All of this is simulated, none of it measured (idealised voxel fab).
The document below concerns the process module designated voxel transistor to metal.
cross-section cut | 200 nm wide | cells 5 nm
We lay out every cross-section as a grid of square cells and spell it out in bands from the top down, where one band means one or more rows of cells. Within each band entry, the heights of the top and of the bottom of the band appear first, in that order and in nm; the materials of the band then follow from left to right, each with its corresponding width in nm. The designation "full width" on a single material indicates that it fills the band from edge to edge; the designation "empty" indicates empty space. Height 0 is the level under which the wafer as received is all one material. The lowest band goes on downwards, as in "top 0, no bottom". Read "30..40" as a graded width: first number on top, second number at the bottom, same change between each pair of neighbouring rows. Step note "all unchanged" = no cross-section cell changed. You'll see "Unvented voids" listing empty spaces that have no way open to the top, as long as they're 8 cells or more; the notation is width x height at distance, where the distance is from the left edge, and all of it is in nm. If you see something after the settings on a step's line, that's the simulator's own remark about that step. A step line may carry the setting "overlay nm", which, for steps involving a mask, states the distance by which the mask lay to the right of its intended position; negative values denote displacement to the left.
These are the steps we planned for the process
1. op RECEIVE | material Si
2. op CONFORMAL_DEP | material SiO2 | thk nm 5
3. op CONFORMAL_DEP | material SiN | thk nm 15
4. op MASKED_ETCH | tone cover | mask id ACTIVE | width nm 115 | etch materials SiN | depth nm 15 | overlay nm 0
5. op MASKED_ETCH | tone cover | mask id ACTIVE | width nm 115 | etch materials SiO2 | depth nm 5 | overlay nm 0
6. op MASKED_ETCH | tone cover | mask id ACTIVE | width nm 115 | etch materials Si | depth nm 20 | overlay nm 0
7. op FILL_DEP | material SiO2 | thk nm 15
8. op CMP | height nm 20
9. op SELECTIVE_ETCH | etch materials SiO2 | depth nm 10
10. op STRIP | etch materials SiN
11. op SELECTIVE_ETCH | etch materials SiO2 | depth nm 5
12. op OXIDIZE | depth nm 5
13. op DIRECTIONAL_DEP | material polySi | thk nm 25
14. op DIRECTIONAL_DEP | material SiCN | thk nm 10
15. op MASKED_ETCH | tone cover | mask id GATE | width nm 25 | etch materials SiCN | depth nm 20 | overlay nm 0
16. op MASKED_ETCH | tone cover | mask id GATE | width nm 25 | etch materials polySi | depth nm 35 | overlay nm 0
17. op CONFORMAL_DEP | material SiN | thk nm 10
18. op DIRECTIONAL_ETCH | etch materials SiN | depth nm 10
19. op DIRECTIONAL_ETCH | etch materials SiO2 | depth nm 5
20. op EPI | material SiGe | thk nm 5
21. op FILL_DEP | material SiO2 | thk nm 5
22. op CMP | height nm 35
23. op DIRECTIONAL_DEP | material SiO2 | thk nm 10
24. op PATTERN | tone open | mask id CONTACT | material resist | width nm 20 | pitch nm 85 | thk nm 15 | overlay nm 0
25. op DIRECTIONAL_ETCH | etch materials SiO2 | depth nm 45
26. op STRIP | etch materials resist
27. op CONFORMAL_DEP | material TiN | thk nm 5
28. op FILL_DEP | material W | thk nm 10
29. op CMP | height nm 45
30. op DIRECTIONAL_DEP | material TiN | thk nm 5
31. op DIRECTIONAL_DEP | material Ru | thk nm 20
32. op DIRECTIONAL_DEP | material aC | thk nm 10
33. op PATTERN | tone cover | mask id METAL_1 | material resist | width nm 20 | pitch nm 85 | thk nm 25 | overlay nm 0
34. op DIRECTIONAL_ETCH | etch materials aC | depth nm 10
35. op STRIP | etch materials resist
36. op DIRECTIONAL_ETCH | etch materials Ru | depth nm 20
37. op DIRECTIONAL_ETCH | etch materials TiN | depth nm 5
38. op STRIP | etch materials aC
39. op CONFORMAL_DEP | material SiN | thk nm 5
40. op FILL_DEP | material SiO2 | thk nm 5
41. op CMP | height nm 70
42. op CONFORMAL_DEP | material SiCN | thk nm 5
Cross-section of the wafer at receipt, which is the condition after step 1
top 0, no bottom: Si full width
Unvented voids: none
The module was run from the start shown above using the plan shown above, but one mistake was made doing it; the resulting wafer cross-section is below
top 75, bottom 70: SiCN full width
top 70, bottom 50: SiO2 40 nm, then SiCN 5 nm, then Ru 20 nm, then SiCN 5 nm, then SiO2 55 nm, then SiCN 5 nm, then Ru 20 nm, then SiCN 5 nm, then SiO2 45 nm
top 50, bottom 45: SiCN 45 nm, then TiN 20 nm, then SiCN 65 nm, then TiN 20 nm, then SiCN 50 nm
top 45, bottom 35: SiO2 45 nm, then TiN 5 nm, then W 10 nm, then TiN 5 nm, then SiO2 65 nm, then TiN 5 nm, then W 10 nm, then TiN 5 nm, then SiO2 50 nm
top 35, bottom 25: SiO2 45 nm, then TiN 5 nm, then W 10 nm, then TiN 5 nm, then SiO2 10 nm, then SiN 10 nm, then SiCN 25 nm, then SiN 10 nm, then SiO2 10 nm, then TiN 5 nm, then W 10 nm, then TiN 5 nm, then SiO2 50 nm
top 25, bottom 5: SiO2 45 nm, then TiN 5 nm, then W 10 nm, then TiN 5 nm, then SiO2 10 nm, then SiN 10 nm, then polySi 25 nm, then SiN 10 nm, then SiO2 10 nm, then TiN 5 nm, then W 10 nm, then TiN 5 nm, then SiO2 50 nm
top 5, bottom 0: SiO2 35 nm, then SiN 10 nm, then TiN 20 nm, then SiO2 10 nm, then SiN 10 nm, then polySi 25 nm, then SiN 10 nm, then SiO2 10 nm, then TiN 20 nm, then SiN 10 nm, then SiO2 40 nm
top 0, bottom -5: SiO2 45 nm, then SiGe 30 nm, then SiO2 45 nm, then SiGe 30 nm, then SiO2 50 nm
top -5, bottom -20: SiO2 40 nm, then Si 115 nm, then SiO2 45 nm
top -20, no bottom: Si full width
Unvented voids: none
Against the plan, the run slipped here: step 39 changed vs plan, executed as op CONFORMAL_DEP | material SiCN | thk nm 5
